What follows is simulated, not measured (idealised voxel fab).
Process module name: voxel local oxidation
Cross-section cut: width 165 nm, square cells of 5 nm.
Square cells in a grid make up a cross-section in this document, and the grid is given as bands, listed from the top down, each one or more rows of cells. Band entry format. Leading values: height of top, height of bottom, nm. Remainder: materials in left-to-right order, each with its width in nm. Special words: "full width" on a single material, which then fills the band edge to edge; "blank", empty space. Measure heights from 0. That's the level where, below it, the as-received wafer is all one material. The lowest band is bottomless and extends downward; write it as in "from 0 down". Quick explanation for "30->40": the width changes in equal steps down the rows of cells, from the first number in the band's top row to the second number in its bottom row. For the purposes of this document, the phrase "no alterations made" attached to a step denotes that no cell within the cross-section was modified by that step. "Closed void inventory" lists enclosed empty spaces (at least 8 cells, no open path upward to the top), each as width x height at distance from the left edge, in nm. On each step's line, the part that comes after the settings is the simulator's own comment on the step. If you see "overlay nm" on a step's line and that step has a mask, it's telling you how far right of where it was planned the mask ended up; a negative number means it went left instead.

So here's the lineup of process steps we planned
1. op RECEIVE | material Si
2. op OXIDIZE | depth nm 5
3. op CONFORMAL_DEP | material SiN | thk nm 10
4. op PATTERN | tone cover | mask id ACTIVE | material resist | width nm 105 | thk nm 15 | overlay nm 0
5. op DIRECTIONAL_ETCH | etch materials SiN | depth nm 10
6. op STRIP | etch materials resist
7. op SELECTIVE_ETCH | etch materials SiO2 | depth nm 5
8. op OXIDIZE | depth nm 15
9. op STRIP | etch materials SiN

Shown in cross-section is the wafer as received, that is, as it stands after step 1
	from 0 down | Si full width
	Closed void inventory: none

The module was run from the start shown above using the plan shown above, but one mistake was made doing it; the resulting wafer cross-section is below
	from 0 to -5 | blank=40  SiO2=90  blank=35
	from -5 to -20 | SiO2=55  Si=60  SiO2=50
	from -20 down | Si full width
	Closed void inventory: none
Which mistake was made when the wafer was run? step 4 did not use the planned setting and instead ran as op PATTERN | tone cover | mask id ACTIVE | material resist | width nm 100 | thk nm 15 | overlay nm 0
